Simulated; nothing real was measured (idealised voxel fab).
process module | voxel self aligned vias
The cross-section on display is named cut; it measures 155 nm wide, and its cells are 5 nm squares.
If you're reading a cross-section in this doc, picture square cells in a grid; it comes to you as bands, top ones listed first down to the bottom, and a band can be one or more rows of cells. Look at the band entry: it leads with the top's height and the bottom's height in nm. Then it lists the materials left to right, with a width in nm for each. The word "edge to edge" on a single material says that material fills the band edge to edge. The word "blank" is empty space. Height 0 is the level under which the wafer as received is all one material. The lowest band goes on downwards, as in "from 0 down". Graded width ("30->40"): value in top row of band = first number; value in bottom row = second number; row-to-row change constant. "no change occurred", as given for a step, is the statement that not any cell of the cross-section underwent a change during that step. Reported under the label "Closed void catalog" are the empty spaces having no open way to the top and comprising 8 cells or more; the notation for each is width x height at distance, in which the distance is measured from the left edge and all three values are in nm. Step line, after settings: the simulator's comment on this step. "overlay nm", when on a step's line for a step with a mask, measures how far to the right of its planned place the mask lay; a negative measure means to the left.
PROCESS STEPS FORESEEN IN THE PLAN
- 1: op RECEIVE | material Si
- 2: op CONFORMAL_DEP | material SiO2 | thk nm 10
- 3: op CONFORMAL_DEP | material SiCN | thk nm 5
- 4: op DIRECTIONAL_DEP | material lowk | thk nm 25
- 5: op DIRECTIONAL_DEP | material aC | thk nm 15
- 6: op PATTERN | tone open | mask id LINES | material resist | width nm 20 | pitch nm 70 | thk nm 35 | overlay nm 0
- 7: op DIRECTIONAL_ETCH | etch materials aC | depth nm 15
- 8: op STRIP | etch materials resist
- 9: op DIRECTIONAL_ETCH | etch materials lowk | depth nm 25
- 10: op STRIP | etch materials aC
- 11: op CONFORMAL_DEP | material TiN | thk nm 5
- 12: op FILL_DEP | material Ru | thk nm 5
- 13: op CMP | height nm 40
- 14: op SELECTIVE_ETCH | etch materials W Ru TiN | depth nm 5
- 15: op FILL_DEP | material SiN | thk nm 10
- 16: op CMP | height nm 40
- 17: op DIRECTIONAL_DEP | material lowk | thk nm 15
- 18: op MASKED_ETCH | tone open | mask id VIAS | width nm 40 | etch materials lowk | depth nm 15 | overlay nm 0
- 19: op MASKED_ETCH | tone open | mask id VIAS | width nm 40 | etch materials SiN | depth nm 5 | overlay nm 0
- 20: op CONFORMAL_DEP | material TiN | thk nm 5
- 21: op FILL_DEP | material Cu | thk nm 10
- 22: op CMP | height nm 55
- 23: op CONFORMAL_DEP | material SiN | thk nm 5
SHOWN IN CROSS-SECTION IS THE WAFER AS RECEIVED, THAT IS, AS IT STANDS AFTER STEP 1
> from 0 down = Si edge to edge
> Closed void catalog: none
ONE MISTAKE IN RUNNING THE MODULE, OTHERWISE START AND PLAN AS ABOVE: CROSS-SECTION AT THE END
> from 60 to 55 = SiN edge to edge
> from 55 to 45 = 15 lowk / 5 TiN / 40 Cu / 5 TiN / 90 lowk
> from 45 to 40 = 15 lowk / 20 TiN / 10 Cu / 20 TiN / 90 lowk
> from 40 to 35 = 30 lowk / 20 TiN / 50 lowk / 20 SiN / 35 lowk
> from 35 to 20 = 30 lowk / 5 TiN / 10 Ru / 5 TiN / 50 lowk / 5 TiN / 10 Ru / 5 TiN / 35 lowk
> from 20 to 15 = 30 lowk / 20 TiN / 50 lowk / 20 TiN / 35 lowk
> from 15 to 10 = SiCN edge to edge
> from 10 to 0 = SiO2 edge to edge
> from 0 down = Si edge to edge
> Closed void catalog: none
The mistake made against the process plan was this: step 18 off recipe, ran as op MASKED_ETCH | tone open | mask id VIAS | width nm 50 | etch materials lowk | depth nm 15 | overlay nm 0
